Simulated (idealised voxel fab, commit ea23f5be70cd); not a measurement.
Documented hereafter: the process module known as voxel fin reveal.
The width of the displayed cross-section, cut, is 210 nm; its cells are square, with a size of 5 nm.
Throughout this document, each cross-section is represented as a grid of square cells and is presented as a sequence of bands enumerated from the top downward, where a band comprises one or more rows of cells.
Top, bottom (nm), then materials left to right with widths (nm); lone material tagged "everywhere" fills the whole band edge to edge; "empty" = empty space.
Ref level 0: as-received wafer is one material below here. Bottom band extends down with no lower bound ("top 0, no bottom").
A width such as "30..40" changes by the same amount from each row of cells to the next, from the band's top row to its bottom row.
It should be understood that the words "everything unchanged", when stated for a given step, signify that the cross-section underwent no change in any of its cells during that step.
In the "Enclosed voids" entry, you get each enclosed empty space of 8 cells or more, one with no open way to the top, written width x height at distance, distance from the left edge, in nm.
If you see something after the settings on a step's line, that's the simulator's own remark about that step.
You can add "overlay nm" to a step's line. For a step with a mask, it describes how far the mask lay to the right of its planned position, and a negative number describes a lay to the left.

The planned process steps are enumerated hereunder:
step 1: RECEIVE (material Si)
step 2: CONFORMAL_DEP (material SiN; thk nm 10)
step 3: DIRECTIONAL_DEP (material aC; thk nm 15)
step 4: PATTERN (tone cover; mask id FINS; material resist; width nm 15; pitch nm 40; thk nm 30; overlay nm 0)
step 5: DIRECTIONAL_ETCH (etch materials aC; depth nm 15)
step 6: STRIP (etch materials resist)
step 7: DIRECTIONAL_ETCH (etch materials SiN; depth nm 10)
step 8: DIRECTIONAL_ETCH (etch materials Si; depth nm 30)
step 9: STRIP (etch materials aC)
step 10: FILL_DEP (material SiO2; thk nm 15)
step 11: CMP (height nm 10)
step 12: SELECTIVE_ETCH (etch materials SiO2; depth nm 30)
step 13: STRIP (etch materials SiN)
step 14: CONFORMAL_DEP (material HfO2; thk nm 5)

As-received wafer cross-section (after step 1):
* top 0, no bottom  Si everywhere
* Enclosed voids: none

Cross-sectional image of the first of two wafers at the end of the module, the run having proceeded as planned:
* top 5, bottom 0  70 nm empty, then 25 nm HfO2, then 15 nm empty, then 25 nm HfO2, then 75 nm empty
* top 0, bottom -15  70 nm empty, then 5 nm HfO2, then 15 nm Si, then 5 nm HfO2, then 15 nm empty, then 5 nm HfO2, then 15 nm Si, then 5 nm HfO2, then 75 nm empty
* top -15, bottom -20  75 nm HfO2, then 15 nm Si, then 25 nm HfO2, then 15 nm Si, then 80 nm HfO2
* top -20, bottom -30  75 nm SiO2, then 15 nm Si, then 25 nm SiO2, then 15 nm Si, then 80 nm SiO2
* top -30, no bottom  Si everywhere
* Enclosed voids: none

This is the second of the two wafers, cross-sectioned at the end of the module; it started exactly like the first and was given the same plan, but it was run with one mistake:
* top 5, bottom 0  70 nm empty, then 25 nm HfO2, then 15 nm empty, then 25 nm HfO2, then 75 nm empty
* top 0, bottom -15  70 nm empty, then 5 nm HfO2, then 15 nm Si, then 5 nm HfO2, then 15 nm empty, then 5 nm HfO2, then 15 nm Si, then 5 nm HfO2, then 75 nm empty
* top -15, bottom -20  75 nm HfO2, then 15 nm Si, then 25 nm HfO2, then 15 nm Si, then 80 nm HfO2
* top -20, bottom -60  75 nm SiO2, then 15 nm Si, then 25 nm SiO2, then 15 nm Si, then 80 nm SiO2
* top -60, no bottom  Si everywhere
* Enclosed voids: none
It is concluded that the wafer was processed incorrectly with respect to the plan, in that step 8 of the plan was executed twice over
Final cells, second wafer relative to first, materials higher or lower: 216 fewer of Si; 216 more of SiO2
